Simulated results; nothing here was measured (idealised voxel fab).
The following process module bears the name voxel released beams.
Xsec cut, 255 nm wide, square cell size 5 nm.
How to read a cross-section here: the picture is a grid of square cells, written as bands going from the top down, and any band can span one or more rows of cells.
Heads up on the band format: heights come first, top then bottom, in nm. After that it's the materials left to right, each with its width in nm. A single material flagged "edge to edge" fills the whole band edge to edge, and "empty" means there's empty space there.
Ref level 0: as-received wafer is one material below here. Bottom band extends down with no lower bound ("z 0 and below").
The two numbers in a width such as "30..40" mark its ends across the band: the first belongs to the top row of cells, the second to the bottom row, and from each row to the next the width moves by the same amount.
"changes: none" (step): cross-section cells unchanged, all of them.
"Catalogued sealed voids" contains a list of empty spaces, each no smaller than 8 cells and without an open way to the top, written in the form width x height at distance with the distance from the left edge and all three in nm.
Anything after a step's settings on that line? It's the simulator's own note about the step.
overlay nm: where the mask lay relative to plan, measured to the right, on steps with a mask; negatives go left.
[Planned step list for the process]
1 RECEIVE with material Si
2 CONFORMAL_DEP with material Al2O3, thk nm 5
3 DIRECTIONAL_DEP with material SiO2, thk nm 10
4 PATTERN with tone open, mask id ANCHOR, material resist, width nm 35, thk nm 20, overlay nm 0
5 DIRECTIONAL_ETCH with etch materials SiO2, depth nm 20
6 STRIP with etch materials resist
7 CONFORMAL_DEP with material SiN, thk nm 15
8 MASKED_ETCH with tone cover, mask id BEAM, width nm 120, etch materials SiN, depth nm 15, overlay nm 0
9 STRIP with etch materials SiO2
It is noted that the wafers described herein are identical at the outset and are distinguished by the thk nm of step 3; the value stated in the plan corresponds to the first wafer.
[Cross-section of the first incoming wafer of several, state after step 1]
> z 0 and below = Si edge to edge
> Catalogued sealed voids: none
[Table: wafers, a row each; end-of-module cell change per material since receipt, gain (+), loss (-); then closed voids]
thk nm 10; +51 Al2O3; +84 SiN; Catalogued sealed voids: none
thk nm 15; +51 Al2O3; +90 SiN; Catalogued sealed voids: none
thk nm 20; +51 Al2O3; +96 SiN; Catalogued sealed voids: none
thk nm 25; +51 Al2O3; Catalogued sealed voids: none
thk nm 30; +51 Al2O3; Catalogued sealed voids: none
thk nm 35; +51 Al2O3; Catalogued sealed voids: none
